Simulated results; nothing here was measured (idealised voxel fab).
Process module name: voxel tone inversion
FYI the section here is cut, 275 nm wide, cells are 5 nm squares.
Cross-section, as written here: a square-cell grid given band by band from the top down, where a band holds one or more rows of cells. Band: top and bottom heights (nm) first, top before bottom; then materials from left to right, widths in nm. "everywhere" marks a sole material filling the band edge to edge. "empty" denotes empty space. Heights from 0 (as-received wafer is one material below). Bottom band endless downward, as "0 nm and below". You'd read "30..40" like this: the band's top row of cells is as wide as the first number, its bottom row is as wide as the second, and going down, every row changes width by the same amount as the row before did. "nothing different" after a step means that no cell of the cross-section changed. "Fully enclosed voids" means: voids of 8 cells or more that are shut off from the top with no open way through. Written width x height at distance, distance from the left edge, in nm. Note: text after step settings on the step line = simulator remark on that step. overlay nm: how far to the right of its planned place the mask lay on this masked step (negative: to the left).
## List of planned process steps
1) RECEIVE with material Si
2) CONFORMAL_DEP with material SiCN, thk nm 10
3) DIRECTIONAL_DEP with material polySi, thk nm 15
4) PATTERN with tone cover, mask id POSTS, material resist, width nm 20, pitch nm 40, thk nm 25, overlay nm 0
5) DIRECTIONAL_ETCH with etch materials polySi, depth nm 15
6) STRIP with etch materials resist
7) FILL_DEP with material lowk, thk nm 10
8) CMP with height nm 25
9) STRIP with etch materials polySi
10) CONFORMAL_DEP with material TiN, thk nm 5
11) FILL_DEP with material Ru, thk nm 10
12) CMP with height nm 25
13) CONFORMAL_DEP with material SiN, thk nm 5
## Cross-sectional view of the wafer in its as-received condition, corresponding to the state after step 1
    0 nm and below | Si everywhere
    Fully enclosed voids: none
## Starting wafer: above. Plan: above. Run: one mistake. Cross-section after the module: below
    30 nm to 25 nm | SiN everywhere
    25 nm to 15 nm | lowk 70 nm; TiN 5 nm; Ru 5 nm; TiN 5 nm; lowk 25 nm; TiN 5 nm; Ru 5 nm; TiN 5 nm; lowk 25 nm; TiN 5 nm; Ru 5 nm; TiN 5 nm; lowk 25 nm; TiN 5 nm; Ru 5 nm; TiN 5 nm; lowk 70 nm
    15 nm to 10 nm | lowk 70 nm; TiN 15 nm; lowk 25 nm; TiN 15 nm; lowk 25 nm; TiN 15 nm; lowk 25 nm; TiN 15 nm; lowk 70 nm
    10 nm to 0 nm | SiCN everywhere
    0 nm and below | Si everywhere
    Fully enclosed voids: none
Nonconformance to the process plan: the process deviated at step 4: the operation and settings actually run there were PATTERN with tone cover, mask id POSTS, material resist, width nm 15, pitch nm 40, thk nm 25, overlay nm 0
